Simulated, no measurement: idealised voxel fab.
voxel transistor to metal: a process module
175 nm wide, 5 nm square cells: that's cross-section cut.
For the purposes of this document, a cross-section shall be understood as a grid of square cells, specified as bands listed in top-to-bottom order, each band consisting of one or more rows of cells. A band entry consists of two parts. The first gives the height of the band's top and the height of its bottom, in nm. The rest lists the band's materials from left to right, each with its width in nm. A single material labelled with the word "full width" fills the band from edge to edge, and the word "air" marks empty space. For the purposes of this specification, 0 denotes the height below which the wafer in its as-received condition is composed wholly of one material, and the lowermost band, lacking a lower limit, extends downward without end, as expressed in "top 0, no bottom". Width spec "30->40" -> top row of cells at first value, bottom row at second value, equal per-row change in between. "no alterations made" -> step changed no cross-section cell. Look at "Closed cavity list" for the closed voids: empty spaces with no open path to the top, sized 8 cells or up. Each is width x height at distance, distance from the left edge, all nm. What comes after the settings on a step's line is commentary from the simulator itself on that step. For masked steps, "overlay nm" on the step line gives how far right of plan the mask actually lay; a minus sign means it lay to the left.
[Planned process steps]
step 1: RECEIVE with material Si
step 2: OXIDIZE with depth nm 5
step 3: CONFORMAL_DEP with material SiN, thk nm 10
step 4: DIRECTIONAL_DEP with material aC, thk nm 10
step 5: PATTERN with tone cover, mask id ACTIVE, material resist, width nm 105, thk nm 30, overlay nm 0
step 6: DIRECTIONAL_ETCH with etch materials aC, depth nm 10
step 7: STRIP with etch materials resist
step 8: DIRECTIONAL_ETCH with etch materials SiN, depth nm 10
step 9: DIRECTIONAL_ETCH with etch materials SiO2, depth nm 5
step 10: DIRECTIONAL_ETCH with etch materials Si, depth nm 25
step 11: STRIP with etch materials aC
step 12: FILL_DEP with material SiO2, thk nm 15
step 13: CMP with height nm 10
step 14: SELECTIVE_ETCH with etch materials SiO2, depth nm 5
step 15: STRIP with etch materials SiN
step 16: SELECTIVE_ETCH with etch materials SiO2, depth nm 5
step 17: OXIDIZE with depth nm 5
step 18: DIRECTIONAL_DEP with material polySi, thk nm 30
step 19: DIRECTIONAL_DEP with material SiCN, thk nm 15
step 20: PATTERN with tone cover, mask id GATE, material resist, width nm 15, thk nm 20, overlay nm 0
step 21: DIRECTIONAL_ETCH with etch materials SiCN, depth nm 25
step 22: DIRECTIONAL_ETCH with etch materials polySi, depth nm 40
step 23: STRIP with etch materials resist
step 24: CONFORMAL_DEP with material SiO2, thk nm 5
step 25: DIRECTIONAL_ETCH with etch materials SiO2, depth nm 5
step 26: CONFORMAL_DEP with material SiN, thk nm 5
step 27: DIRECTIONAL_ETCH with etch materials SiN, depth nm 10
step 28: DIRECTIONAL_ETCH with etch materials SiO2, depth nm 5
step 29: DIRECTIONAL_ETCH with etch materials Si, depth nm 15
step 30: EPI with material pSi, thk nm 20
step 31: FILL_DEP with material SiO2, thk nm 5
step 32: CMP with height nm 40
step 33: DIRECTIONAL_DEP with material SiO2, thk nm 15
step 34: PATTERN with tone open, mask id CONTACT, material resist, width nm 20, pitch nm 65, thk nm 20, overlay nm 0
step 35: DIRECTIONAL_ETCH with etch materials SiO2, depth nm 45
step 36: STRIP with etch materials resist
step 37: CONFORMAL_DEP with material TiN, thk nm 5
step 38: FILL_DEP with material Ru, thk nm 5
step 39: CMP with height nm 55
step 40: DIRECTIONAL_DEP with material TiN, thk nm 5
step 41: DIRECTIONAL_DEP with material Ru, thk nm 25
step 42: PATTERN with tone cover, mask id METAL_1, material resist, width nm 20, pitch nm 65, thk nm 20, overlay nm 0
step 43: DIRECTIONAL_ETCH with etch materials Ru, depth nm 25
step 44: DIRECTIONAL_ETCH with etch materials TiN, depth nm 5
step 45: STRIP with etch materials resist
step 46: FILL_DEP with material SiO2, thk nm 5
step 47: CMP with height nm 85
step 48: CONFORMAL_DEP with material SiN, thk nm 5
Keep in mind the plan's value for the thk nm of step 26 comes from the first wafer; the wafers don't share that setting, but they do share the same starting point.
[This is how the first of several wafers looked in cross-section when it arrived, which is after step 1]
- top 0, no bottom | Si full width
- Closed cavity list: none
[Below: a row per wafer. Contents at end of module: for every material, cells gained since receipt (+) or lost since receipt (-); then closed voids]
thk nm 5; +72 Ru; -168 Si; +9 SiCN; +51 SiN; +520 SiO2; +48 TiN; +80 pSi; +18 polySi; Closed cavity list: none
thk nm 10; +72 Ru; -150 Si; +9 SiCN; +75 SiN; +494 SiO2; +48 TiN; +64 pSi; +18 polySi; Closed cavity list: none
thk nm 15; +60 Ru; -126 Si; +9 SiCN; +119 SiN; +502 SiO2; +48 TiN; +18 polySi; Closed cavity list: none
thk nm 20; +48 Ru; -126 Si; +9 SiCN; +159 SiN; +474 SiO2; +48 TiN; +18 polySi; Closed cavity list: none
thk nm 25; +48 Ru; -126 Si; +9 SiCN; +191 SiN; +456 SiO2; +34 TiN; +18 polySi; Closed cavity list: none
